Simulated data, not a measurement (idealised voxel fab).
Process module name: voxel transistor to metal
Cross-section cut spans 210 nm and uses square cells 5 nm in size.
A cross-section is written here as square cells arranged in a grid, and it is given in bands from the top down, each band taking up one or more rows of cells.
Band: top and bottom heights (nm) first, top before bottom; then materials from left to right, widths in nm. "everywhere" marks a sole material filling the band edge to edge. "blank" denotes empty space.
Measure heights from 0. That's the level where, below it, the as-received wafer is all one material. The lowest band is bottomless and extends downward; write it as in "0..down".
With a width like "30 to 40", each row of cells in the band differs from the next by the same amount, the top row carrying the first number and the bottom row the second.
Step marked "nothing changed"? Then no cell in the cross-section changed in it.
For the entry "Entrapped voids", the listed items are empty spaces with no open way to the top whose size is 8 cells or more; each item follows the pattern width x height at distance, where distance is from the left edge and all three are in nm.
Heads up: the bit after the settings on a step's line is the simulator's remark on that step.
overlay nm: where the mask lay relative to plan, measured to the right, on steps with a mask; negatives go left.
Below you will find pairs of cross-sections. In each, one shows the wafer before one process step and the other after it, with the after view ending at the lowest band that changed. Under each pair is the step separating them, along with its settings. Do not assume the pairs form a chain: they can come from different runs of this module on the same starting wafer, and a pair continues from the pair above it only when its "Ex-ante state" entry says so.

### Ex-ante state
  40..30: aC everywhere
  30..15: SiCN everywhere
  15..-5: polySi everywhere
  -5..-10: SiO2 everywhere
  -10..-25: SiO2 50 / Si 110 / SiO2 50
  -25..down: Si everywhere
  Entrapped voids: none

### Step Outcome
  65..40: resist 90 / blank 30 / resist 90
  below 40: unchanged
  Entrapped voids: none
Here is the step that sits between the two cross-sections above: PATTERN [tone open] [mask id GATE] [material resist] [width nm 30] [thk nm 25] [overlay nm 0]

Ex-ante state: we pick up right where the pair above leaves off, with its after cross-section.

### Step Outcome
  55..40: resist 90 / blank 30 / resist 90
  40..30: aC 90 / blank 30 / aC 90
  below 30: unchanged
  Entrapped voids: none
Here is the step that sits between the two cross-sections above: DIRECTIONAL_ETCH [etch materials aC] [depth nm 10]

Ex-ante state: we pick up right where the pair above leaves off, with its after cross-section.

### Step Outcome
  40..30: aC 90 / blank 30 / aC 90
  below 30: unchanged
  Entrapped voids: none
Here is the step that sits between the two cross-sections above: STRIP [etch materials resist]

Ex-ante state: we pick up right where the pair above leaves off, with its after cross-section.

### Step Outcome
  40..30: aC 90 / blank 30 / aC 90
  30..15: SiCN 90 / blank 30 / SiCN 90
  below 15: unchanged
  Entrapped voids: none
Here is the step that sits between the two cross-sections above: DIRECTIONAL_ETCH [etch materials SiCN] [depth nm 25]

Ex-ante state: we pick up right where the pair above leaves off, with its after cross-section.

### Step Outcome
  40..30: aC 90 / blank 30 / aC 90
  30..15: SiCN 90 / blank 30 / SiCN 90
  15..-5: polySi 90 / blank 30 / polySi 90
  below -5: unchanged
  Entrapped voids: none
Here is the step that sits between the two cross-sections above: DIRECTIONAL_ETCH [etch materials polySi] [depth nm 30]

Ex-ante state: we pick up right where the pair above leaves off, with its after cross-section.

### Step Outcome
  30..15: SiCN 90 / blank 30 / SiCN 90
  below 15: unchanged
  Entrapped voids: none
Here is the step that sits between the two cross-sections above: STRIP [etch materials aC]

Ex-ante state: we pick up right where the pair above leaves off, with its after cross-section.

### Step Outcome
  40..30: SiN 100 / blank 10 / SiN 100
  30..15: SiCN 90 / SiN 10 / blank 10 / SiN 10 / SiCN 90
  15..5: polySi 90 / SiN 10 / blank 10 / SiN 10 / polySi 90
  5..-5: polySi 90 / SiN 30 / polySi 90
  below -5: unchanged
  Entrapped voids: none
Here is the step that sits between the two cross-sections above: CONFORMAL_DEP [material SiN] [thk nm 10]

Ex-ante state: we pick up right where the pair above leaves off, with its after cross-section.

### Step Outcome
  30..15: SiCN 90 / SiN 10 / blank 10 / SiN 10 / SiCN 90
  15..-5: polySi 90 / SiN 10 / blank 10 / SiN 10 / polySi 90
  below -5: unchanged
  Entrapped voids: none
Here is the step that sits between the two cross-sections above: DIRECTIONAL_ETCH [etch materials SiN] [depth nm 10]

Ex-ante state: we pick up right where the pair above leaves off, with its after cross-section.

### Step Outcome
  30..15: SiCN 90 / SiN 10 / blank 10 / SiN 10 / SiCN 90
  15..-5: polySi 90 / SiN 10 / blank 10 / SiN 10 / polySi 90
  -5..-10: SiO2 100 / blank 10 / SiO2 100
  below -10: unchanged
  Entrapped voids: none
Here is the step that sits between the two cross-sections above: DIRECTIONAL_ETCH [etch materials SiO2] [depth nm 5]

Ex-ante state: we pick up right where the pair above leaves off, with its after cross-section.

### Step Outcome
  30..15: SiCN 90 / SiN 10 / blank 10 / SiN 10 / SiCN 90
  15..-5: polySi 90 / SiN 10 / blank 10 / SiN 10 / polySi 90
  -5..-10: SiO2 100 / blank 10 / SiO2 100
  -10..-25: SiO2 50 / Si 50 / blank 10 / Si 50 / SiO2 50
  below -25: unchanged
  Entrapped voids: none
Here is the step that sits between the two cross-sections above: DIRECTIONAL_ETCH [etch materials Si] [depth nm 15]

Ex-ante state: we pick up right where the pair above leaves off, with its after cross-section.

### Step Outcome
  30..15: SiCN 90 / SiN 10 / blank 10 / SiN 10 / SiCN 90
  15..10: polySi 90 / SiN 10 / blank 10 / SiN 10 / polySi 90
  10..-5: polySi 90 / SiN 10 / nSi 10 / SiN 10 / polySi 90
  -5..-10: SiO2 100 / nSi 10 / SiO2 100
  -10..-25: SiO2 50 / Si 50 / nSi 10 / Si 50 / SiO2 50
  below -25: unchanged
  Entrapped voids: none
Here is the step that sits between the two cross-sections above: EPI [material nSi] [thk nm 20]

Ex-ante state: we pick up right where the pair above leaves off, with its after cross-section.

### Step Outcome
  40..30: SiO2 everywhere
  30..15: SiCN 90 / SiN 10 / SiO2 10 / SiN 10 / SiCN 90
  15..10: polySi 90 / SiN 10 / SiO2 10 / SiN 10 / polySi 90
  below 10: unchanged
  Entrapped voids: none
Here is the step that sits between the two cross-sections above: FILL_DEP [material SiO2] [thk nm 10]

Ex-ante state: we pick up right where the pair above leaves off, with its after cross-section.

### Step Outcome
  15..10: polySi 90 / SiN 10 / SiO2 10 / SiN 10 / polySi 90
  below 10: unchanged
  Entrapped voids: none
Here is the step that sits between the two cross-sections above: CMP [height nm 15]

Ex-ante state: we pick up right where the pair above leaves off, with its after cross-section.

### Step Outcome
  15..10: blank 90 / SiN 10 / SiO2 10 / SiN 10 / blank 90
  10..-5: blank 90 / SiN 10 / nSi 10 / SiN 10 / blank 90
  below -5: unchanged
  Entrapped voids: none
Here is the step that sits between the two cross-sections above: STRIP [etch materials polySi]

Ex-ante state: we pick up right where the pair above leaves off, with its after cross-section.

### Step Outcome
  15..10: blank 90 / SiN 10 / blank 10 / SiN 10 / blank 90
  10..-5: blank 90 / SiN 10 / nSi 10 / SiN 10 / blank 90
  -5..-10: blank 95 / SiO2 5 / nSi 10 / SiO2 5 / blank 95
  below -10: unchanged
  Entrapped voids: none
Here is the step that sits between the two cross-sections above: SELECTIVE_ETCH [etch materials SiO2] [depth nm 5]

Ex-ante state: we pick up right where the pair above leaves off, with its after cross-section.

### Step Outcome
  20..15: blank 85 / HfO2 40 / blank 85
  15..10: blank 85 / HfO2 5 / SiN 10 / HfO2 10 / SiN 10 / HfO2 5 / blank 85
  10..-5: blank 85 / HfO2 5 / SiN 10 / nSi 10 / SiN 10 / HfO2 5 / blank 85
  -5..-10: HfO2 95 / SiO2 5 / nSi 10 / SiO2 5 / HfO2 95
  below -10: unchanged
  Entrapped voids: none
Here is the step that sits between the two cross-sections above: CONFORMAL_DEP [material HfO2] [thk nm 5]

Ex-ante state: we pick up right where the pair above leaves off, with its after cross-section.

### Step Outcome
  25..20: blank 80 / TiN 50 / blank 80
  20..15: blank 80 / TiN 5 / HfO2 40 / TiN 5 / blank 80
  15..10: blank 80 / TiN 5 / HfO2 5 / SiN 10 / HfO2 10 / SiN 10 / HfO2 5 / TiN 5 / blank 80
  10..0: blank 80 / TiN 5 / HfO2 5 / SiN 10 / nSi 10 / SiN 10 / HfO2 5 / TiN 5 / blank 80
  0..-5: TiN 85 / HfO2 5 / SiN 10 / nSi 10 / SiN 10 / HfO2 5 / TiN 85
  below -5: unchanged
  Entrapped voids: none
Here is the step that sits between the two cross-sections above: CONFORMAL_DEP [material TiN] [thk nm 5]

Ex-ante state: we pick up right where the pair above leaves off, with its after cross-section.

### Step Outcome
  35..25: W everywhere
  25..20: W 80 / TiN 50 / W 80
  20..15: W 80 / TiN 5 / HfO2 40 / TiN 5 / W 80
  15..10: W 80 / TiN 5 / HfO2 5 / SiN 10 / HfO2 10 / SiN 10 / HfO2 5 / TiN 5 / W 80
  10..0: W 80 / TiN 5 / HfO2 5 / SiN 10 / nSi 10 / SiN 10 / HfO2 5 / TiN 5 / W 80
  below 0: unchanged
  Entrapped voids: none
Here is the step that sits between the two cross-sections above: FILL_DEP [material W] [thk nm 10]

Ex-ante state: we pick up right where the pair above leaves off, with its after cross-section.

### Step Outcome
  10..0: W 80 / TiN 5 / HfO2 5 / SiN 10 / nSi 10 / SiN 10 / HfO2 5 / TiN 5 / W 80
  below 0: unchanged
  Entrapped voids: none
Here is the step that sits between the two cross-sections above: CMP [height nm 10]

Ex-ante state: we pick up right where the pair above leaves off, with its after cross-section.

### Step Outcome
  20..10: SiO2 everywhere
  below 10: unchanged
  Entrapped voids: none
Here is the step that sits between the two cross-sections above: DIRECTIONAL_DEP [material SiO2] [thk nm 10]

Ex-ante state: we pick up right where the pair above leaves off, with its after cross-section.

### Step Outcome
  35..20: aC everywhere
  below 20: unchanged
  Entrapped voids: none
Here is the step that sits between the two cross-sections above: DIRECTIONAL_DEP [material aC] [thk nm 15]

Ex-ante state: we pick up right where the pair above leaves off, with its after cross-section.

### Step Outcome
  70..35: resist 60 / blank 15 / resist 60 / blank 15 / resist 60
  below 35: unchanged
  Entrapped voids: none
Here is the step that sits between the two cross-sections above: PATTERN [tone open] [mask id CONTACT] [material resist] [width nm 15] [pitch nm 75] [thk nm 35] [overlay nm 0]

Ex-ante state: we pick up right where the pair above leaves off, with its after cross-section.

### Step Outcome
  55..35: resist 60 / blank 15 / resist 60 / blank 15 / resist 60
  35..20: aC 60 / blank 15 / aC 60 / blank 15 / aC 60
  below 20: unchanged
  Entrapped voids: none
Here is the step that sits between the two cross-sections above: DIRECTIONAL_ETCH [etch materials aC] [depth nm 15]

Ex-ante state: we pick up right where the pair above leaves off, with its after cross-section.

### Step Outcome
  35..20: aC 60 / blank 15 / aC 60 / blank 15 / aC 60
  below 20: unchanged
  Entrapped voids: none
Here is the step that sits between the two cross-sections above: STRIP [etch materials resist]

Ex-ante state: we pick up right where the pair above leaves off, with its after cross-section.

### Step Outcome
  35..20: aC 60 / blank 15 / aC 60 / blank 15 / aC 60
  20..10: SiO2 60 / blank 15 / SiO2 60 / blank 15 / SiO2 60
  below 10: unchanged
  Entrapped voids: none
Here is the step that sits between the two cross-sections above: DIRECTIONAL_ETCH [etch materials SiO2] [depth nm 10]

Ex-ante state: we pick up right where the pair above leaves off, with its after cross-section.

### Step Outcome
  20..10: SiO2 60 / blank 15 / SiO2 60 / blank 15 / SiO2 60
  below 10: unchanged
  Entrapped voids: none
Here is the step that sits between the two cross-sections above: STRIP [etch materials aC]

Ex-ante state: we pick up right where the pair above leaves off, with its after cross-section.

### Step Outcome
  25..20: TiN 65 / blank 5 / TiN 70 / blank 5 / TiN 65
  20..15: SiO2 60 / TiN 5 / blank 5 / TiN 5 / SiO2 60 / TiN 5 / blank 5 / TiN 5 / SiO2 60
  15..10: SiO2 60 / TiN 15 / SiO2 60 / TiN 15 / SiO2 60
  below 10: unchanged
  Entrapped voids: none
Here is the step that sits between the two cross-sections above: CONFORMAL_DEP [material TiN] [thk nm 5]

Ex-ante state: we pick up right where the pair above leaves off, with its after cross-section.

### Step Outcome
  35..25: Ru everywhere
  25..20: TiN 65 / Ru 5 / TiN 70 / Ru 5 / TiN 65
  20..15: SiO2 60 / TiN 5 / Ru 5 / TiN 5 / SiO2 60 / TiN 5 / Ru 5 / TiN 5 / SiO2 60
  below 15: unchanged
  Entrapped voids: none
Here is the step that sits between the two cross-sections above: FILL_DEP [material Ru] [thk nm 10]

Ex-ante state: we pick up right where the pair above leaves off, with its after cross-section.

### Step Outcome
  20..15: SiO2 60 / TiN 5 / Ru 5 / TiN 5 / SiO2 60 / TiN 5 / Ru 5 / TiN 5 / SiO2 60
  below 15: unchanged
  Entrapped voids: none
Here is the step that sits between the two cross-sections above: CMP [height nm 20]

Ex-ante state: we pick up right where the pair above leaves off, with its after cross-section.

### Step Outcome
  25..20: SiCN everywhere
  below 20: unchanged
  Entrapped voids: none
Here is the step that sits between the two cross-sections above: CONFORMAL_DEP [material SiCN] [thk nm 5]

Ex-ante state: we pick up right where the pair above leaves off, with its after cross-section.

### Step Outcome
  40..25: SiO2 everywhere
  below 25: unchanged
  Entrapped voids: none
Here is the step that sits between the two cross-sections above: DIRECTIONAL_DEP [material SiO2] [thk nm 15]

Ex-ante state: we pick up right where the pair above leaves off, with its after cross-section.

### Step Outcome
  60..40: resist 60 / blank 15 / resist 60 / blank 15 / resist 60
  below 40: unchanged
  Entrapped voids: none
Here is the step that sits between the two cross-sections above: PATTERN [tone open] [mask id METAL_1] [material resist] [width nm 15] [pitch nm 75] [thk nm 20] [overlay nm 0]

Ex-ante state: we pick up right where the pair above leaves off, with its after cross-section.

### Step Outcome
  60..40: resist 60 / blank 15 / resist 60 / blank 15 / resist 60
  40..25: SiO2 60 / blank 15 / SiO2 60 / blank 15 / SiO2 60
  below 25: unchanged
  Entrapped voids: none
Here is the step that sits between the two cross-sections above: DIRECTIONAL_ETCH [etch materials SiO2] [depth nm 15]

Ex-ante state: we pick up right where the pair above leaves off, with its after cross-section.

### Step Outcome
  60..40: resist 60 / blank 15 / resist 60 / blank 15 / resist 60
  40..25: SiO2 60 / blank 15 / SiO2 60 / blank 15 / SiO2 60
  25..20: SiCN 60 / blank 15 / SiCN 60 / blank 15 / SiCN 60
  below 20: unchanged
  Entrapped voids: none
Here is the step that sits between the two cross-sections above: DIRECTIONAL_ETCH [etch materials SiCN] [depth nm 5]

Ex-ante state: we pick up right where the pair above leaves off, with its after cross-section.

### Step Outcome
  40..25: SiO2 60 / blank 15 / SiO2 60 / blank 15 / SiO2 60
  below 25: unchanged
  Entrapped voids: none
Here is the step that sits between the two cross-sections above: STRIP [etch materials resist]

Ex-ante state: we pick up right where the pair above leaves off, with its after cross-section.

### Step Outcome
  45..40: TiN 65 / blank 5 / TiN 70 / blank 5 / TiN 65
  40..25: SiO2 60 / TiN 5 / blank 5 / TiN 5 / SiO2 60 / TiN 5 / blank 5 / TiN 5 / SiO2 60
  25..20: SiCN 60 / TiN 15 / SiCN 60 / TiN 15 / SiCN 60
  below 20: unchanged
  Entrapped voids: none
Here is the step that sits between the two cross-sections above: CONFORMAL_DEP [material TiN] [thk nm 5]

Ex-ante state: we pick up right where the pair above leaves off, with its after cross-section.

### Step Outcome
  55..45: Ru everywhere
  45..40: TiN 65 / Ru 5 / TiN 70 / Ru 5 / TiN 65
  40..25: SiO2 60 / TiN 5 / Ru 5 / TiN 5 / SiO2 60 / TiN 5 / Ru 5 / TiN 5 / SiO2 60
  below 25: unchanged
  Entrapped voids: none
Here is the step that sits between the two cross-sections above: FILL_DEP [material Ru] [thk nm 10]

Ex-ante state: we pick up right where the pair above leaves off, with its after cross-section.

### Step Outcome
  40..25: SiO2 60 / TiN 5 / Ru 5 / TiN 5 / SiO2 60 / TiN 5 / Ru 5 / TiN 5 / SiO2 60
  below 25: unchanged
  Entrapped voids: none
Here is the step that sits between the two cross-sections above: CMP [height nm 40]

Ex-ante state: we pick up right where the pair above leaves off, with its after cross-section.

### Step Outcome
  45..40: SiN everywhere
  below 40: unchanged
  Entrapped voids: none
Here is the step that sits between the two cross-sections above: CONFORMAL_DEP [material SiN] [thk nm 5]
